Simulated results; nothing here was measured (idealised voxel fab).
The process module that follows is named voxel wiring stack.
280 nm wide, 5 nm square cells: that's cross-section cut.
Throughout this document, each cross-section is represented as a grid of square cells and is presented as a sequence of bands enumerated from the top downward, where a band comprises one or more rows of cells.
Band: top and bottom heights (nm) first, top before bottom; then materials from left to right, widths in nm. "throughout" marks a sole material filling the band edge to edge. "air" denotes empty space.
The level at which height equals 0 is the one under which the wafer, as it arrives, is entirely one material. No lower edge exists for the bottom band, which continues downward and is notated as in "z 0 and below".
Width: "30 to 40" (first number = top row, second number = bottom row, same change from row to row of cells).
You'll sometimes find "same as before" written for a step, and that's the way of saying that nowhere in the cross-section did a cell change during that step.
Entry "closed voids". Content: empty spaces with no open connection to the top, size 8 cells or greater. Each: width x height at distance. Distance: from left edge. Unit: nm.
That trailing text on a step's line, after the settings, is the simulator's own remark on the step.
overlay nm: mask right of planned place by this much (step with mask). Neg. = left.
[Below is the list of planned process steps]
1) RECEIVE | material Si
2) CONFORMAL_DEP | material SiO2 | thk nm 10
3) CONFORMAL_DEP | material SiCN | thk nm 5
4) DIRECTIONAL_DEP | material lowk | thk nm 25
5) DIRECTIONAL_DEP | material aC | thk nm 10
6) PATTERN | tone open | mask id METAL_1 | material resist | width nm 30 | pitch nm 55 | thk nm 30 | overlay nm 0
7) DIRECTIONAL_ETCH | etch materials aC | depth nm 10
8) STRIP | etch materials resist
9) DIRECTIONAL_ETCH | etch materials lowk | depth nm 25
10) DIRECTIONAL_ETCH | etch materials SiCN | depth nm 5
11) STRIP | etch materials aC
12) CONFORMAL_DEP | material TiN | thk nm 5
13) FILL_DEP | material Ru | thk nm 5
14) CMP | height nm 40
15) EPI | material Ru | thk nm 5
16) FILL_DEP | material SiCN | thk nm 5
17) DIRECTIONAL_DEP | material lowk | thk nm 15
18) DIRECTIONAL_DEP | material aC | thk nm 15
19) PATTERN | tone open | mask id PLUG_1 | material resist | width nm 15 | pitch nm 110 | thk nm 35 | overlay nm 0
20) DIRECTIONAL_ETCH | etch materials aC | depth nm 15
21) STRIP | etch materials resist
22) DIRECTIONAL_ETCH | etch materials lowk | depth nm 15
23) DIRECTIONAL_ETCH | etch materials SiCN | depth nm 5
24) STRIP | etch materials aC
25) EPI | material Ru | thk nm 10
26) EPI | material Ru | thk nm 10
27) DIRECTIONAL_DEP | material TiN | thk nm 5
28) DIRECTIONAL_DEP | material W | thk nm 25
29) DIRECTIONAL_DEP | material aC | thk nm 10
30) PATTERN | tone cover | mask id METAL_2 | material resist | width nm 30 | pitch nm 55 | thk nm 30 | overlay nm 0
31) DIRECTIONAL_ETCH | etch materials aC | depth nm 10
32) STRIP | etch materials resist
33) DIRECTIONAL_ETCH | etch materials W | depth nm 25
34) DIRECTIONAL_ETCH | etch materials TiN | depth nm 5
35) STRIP | etch materials aC
36) CONFORMAL_DEP | material SiCN | thk nm 5
37) FILL_DEP | material lowk | thk nm 5
38) CMP | height nm 95
39) CONFORMAL_DEP | material SiCN | thk nm 5
40) DIRECTIONAL_DEP | material SiO2 | thk nm 20
41) MASKED_ETCH | tone open | mask id PLUG_2 | width nm 15 | pitch nm 55 | etch materials SiO2 | depth nm 20 | overlay nm 0
42) MASKED_ETCH | tone open | mask id PLUG_2 | width nm 15 | pitch nm 55 | etch materials SiCN | depth nm 5 | overlay nm 0
43) EPI | material Ru | thk nm 10
44) EPI | material Ru | thk nm 10
45) EPI | material Ru | thk nm 5
46) DIRECTIONAL_DEP | material TiN | thk nm 5
47) DIRECTIONAL_DEP | material Ru | thk nm 25
48) MASKED_ETCH | tone cover | mask id METAL_3 | width nm 30 | pitch nm 55 | etch materials Ru | depth nm 25 | overlay nm 0
49) MASKED_ETCH | tone cover | mask id METAL_3 | width nm 30 | pitch nm 55 | etch materials TiN | depth nm 5 | overlay nm 0
50) FILL_DEP | material lowk | thk nm 5
51) CMP | height nm 150
52) CONFORMAL_DEP | material SiN | thk nm 5
[So this is the incoming wafer in cross-section - it's already been through step 1]
- z 0 and below = Si throughout
- closed voids: none
[Cross-section: first of two wafers, module finished, run according to plan]
- z 155 to 150 = SiN throughout
- z 150 to 125 = 40 of lowk  30 of Ru  25 of lowk  30 of Ru  25 of lowk  30 of Ru  25 of lowk  30 of Ru  45 of lowk
- z 125 to 120 = 40 of lowk  30 of TiN  25 of lowk  30 of TiN  25 of lowk  30 of TiN  25 of lowk  30 of TiN  45 of lowk
- z 120 to 100 = 40 of SiO2  15 of Ru  40 of SiO2  15 of Ru  40 of SiO2  15 of Ru  40 of SiO2  15 of Ru  60 of SiO2
- z 100 to 95 = 40 of SiCN  15 of Ru  40 of SiCN  15 of Ru  40 of SiCN  15 of Ru  40 of SiCN  15 of Ru  60 of SiCN
- z 95 to 70 = 35 of lowk  5 of SiCN  30 of W  5 of SiCN  15 of lowk  5 of SiCN  30 of W  5 of SiCN  15 of lowk  5 of SiCN  30 of W  5 of SiCN  15 of lowk  5 of SiCN  30 of W  5 of SiCN  40 of lowk
- z 70 to 65 = 40 of SiCN  30 of TiN  25 of SiCN  30 of TiN  25 of SiCN  30 of TiN  25 of SiCN  30 of TiN  45 of SiCN
- z 65 to 50 = 40 of lowk  15 of Ru  95 of lowk  15 of Ru  115 of lowk
- z 50 to 45 = 40 of SiCN  15 of Ru  95 of SiCN  15 of Ru  115 of SiCN
- z 45 to 40 = 35 of SiCN  40 of Ru  15 of SiCN  40 of Ru  15 of SiCN  40 of Ru  15 of SiCN  40 of Ru  40 of SiCN
- z 40 to 15 = 40 of lowk  5 of TiN  20 of Ru  5 of TiN  25 of lowk  5 of TiN  20 of Ru  5 of TiN  25 of lowk  5 of TiN  20 of Ru  5 of TiN  25 of lowk  5 of TiN  20 of Ru  5 of TiN  45 of lowk
- z 15 to 10 = 40 of SiCN  30 of TiN  25 of SiCN  30 of TiN  25 of SiCN  30 of TiN  25 of SiCN  30 of TiN  45 of SiCN
- z 10 to 0 = SiO2 throughout
- z 0 and below = Si throughout
- closed voids: none
[Cross-section at end of module for the second wafer of two, which matched the first in starting point and plan and differed by one mistake in its processing]
- z 155 to 150 = SiN throughout
- z 150 to 130 = 40 of lowk  15 of Ru  40 of lowk  15 of Ru  40 of lowk  15 of Ru  40 of lowk  15 of Ru  60 of lowk
- z 130 to 125 = 40 of lowk  30 of Ru  25 of lowk  30 of Ru  25 of lowk  30 of Ru  25 of lowk  30 of Ru  45 of lowk
- z 125 to 120 = 40 of lowk  15 of TiN  15 of Ru  25 of lowk  15 of TiN  15 of Ru  25 of lowk  15 of TiN  15 of Ru  25 of lowk  15 of TiN  15 of Ru  45 of lowk
- z 120 to 105 = 40 of lowk  15 of SiO2  15 of Ru  25 of lowk  15 of SiO2  15 of Ru  25 of lowk  15 of SiO2  15 of Ru  25 of lowk  15 of SiO2  15 of Ru  45 of lowk
- z 105 to 100 = 40 of lowk  15 of SiO2  15 of TiN  25 of lowk  15 of SiO2  15 of TiN  25 of lowk  15 of SiO2  15 of TiN  25 of lowk  15 of SiO2  15 of TiN  45 of lowk
- z 100 to 95 = SiCN throughout
- z 95 to 70 = 35 of lowk  5 of SiCN  30 of W  5 of SiCN  15 of lowk  5 of SiCN  30 of W  5 of SiCN  15 of lowk  5 of SiCN  30 of W  5 of SiCN  15 of lowk  5 of SiCN  30 of W  5 of SiCN  40 of lowk
- z 70 to 65 = 40 of SiCN  30 of TiN  25 of SiCN  30 of TiN  25 of SiCN  30 of TiN  25 of SiCN  30 of TiN  45 of SiCN
- z 65 to 50 = 40 of lowk  15 of Ru  95 of lowk  15 of Ru  115 of lowk
- z 50 to 45 = 40 of SiCN  15 of Ru  95 of SiCN  15 of Ru  115 of SiCN
- z 45 to 40 = 35 of SiCN  40 of Ru  15 of SiCN  40 of Ru  15 of SiCN  40 of Ru  15 of SiCN  40 of Ru  40 of SiCN
- z 40 to 15 = 40 of lowk  5 of TiN  20 of Ru  5 of TiN  25 of lowk  5 of TiN  20 of Ru  5 of TiN  25 of lowk  5 of TiN  20 of Ru  5 of TiN  25 of lowk  5 of TiN  20 of Ru  5 of TiN  45 of lowk
- z 15 to 10 = 40 of SiCN  30 of TiN  25 of SiCN  30 of TiN  25 of SiCN  30 of TiN  25 of SiCN  30 of TiN  45 of SiCN
- z 10 to 0 = SiO2 throughout
- z 0 and below = Si throughout
- closed voids: none
Short version of what went wrong: in deviation from the planned setting, step 41 was conducted as MASKED_ETCH | tone cover | mask id PLUG_2 | width nm 15 | pitch nm 55 | etch materials SiO2 | depth nm 20 | overlay nm 0
Counted in cells at the end, the second wafer holds more or fewer of these materials than the first: -60 Ru, +12 SiCN, -128 SiO2, +176 lowk
